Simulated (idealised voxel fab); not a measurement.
Process module, titled voxel fin reveal
Xsec cut, 150 nm wide, square cell size 5 nm.
Format of a cross-section: grid, square cells. Given as bands. Order: top down. Band: one or more rows of cells. Top height, bottom height, nm. Materials left to right, width each, nm. Single material + "full width" = fills band edge to edge. "air" = empty. Heights are measured from 0, the level below which the as-received wafer is all one material; the lowest band has no bottom and continues downward, written as in "top 0, no bottom". The notation "30->40" denotes a width that varies across the rows of cells in the band, beginning at the first number in the top row, finishing at the second number in the bottom row, and changing by an identical amount from each row to the next. It should be understood that the words "remained the same", when stated for a given step, signify that the cross-section underwent no change in any of its cells during that step. Empty spaces counting at least 8 cells and having no open way to the top are listed in "Fully enclosed voids". The notation width x height at distance is used for each, the distance being from the left edge and all three values in nm. That trailing text on a step's line, after the settings, is the simulator's own remark on the step. overlay nm, on a step with a mask: how far to the right of its planned place the mask lay; to the left if negative.

Listed below are the process steps as planned:
1. RECEIVE | material Si
2. CONFORMAL_DEP | material SiN | thk nm 10
3. DIRECTIONAL_DEP | material aC | thk nm 15
4. PATTERN | tone cover | mask id FINS | material resist | width nm 15 | pitch nm 40 | thk nm 30 | overlay nm 0
5. DIRECTIONAL_ETCH | etch materials aC | depth nm 15
6. STRIP | etch materials resist
7. DIRECTIONAL_ETCH | etch materials SiN | depth nm 10
8. DIRECTIONAL_ETCH | etch materials Si | depth nm 40
9. STRIP | etch materials aC
10. OXIDIZE | depth nm 5
11. FILL_DEP | material SiO2 | thk nm 15
12. CMP | height nm 10
13. SELECTIVE_ETCH | etch materials SiO2 | depth nm 35
14. STRIP | etch materials SiN

Shown in cross-section is the wafer as received, that is, as it stands after step 1:
  top 0, no bottom: Si full width
  Fully enclosed voids: none

Figure: cross-sectional view of the wafer upon completion of the module, processed from the initial state and according to the plan depicted above, with one error introduced during execution:
  top 0, bottom -25: Si 20  air 25  Si 15  air 25  Si 15  air 25  Si 25
  top -25, bottom -45: Si 20  SiO2 25  Si 15  SiO2 25  Si 15  SiO2 25  Si 25
  top -45, no bottom: Si full width
  Fully enclosed voids: none
Run error: for step 4, the planned setting was not used; the step was instead run as PATTERN | tone open | mask id FINS | material resist | width nm 15 | pitch nm 40 | thk nm 30 | overlay nm 0
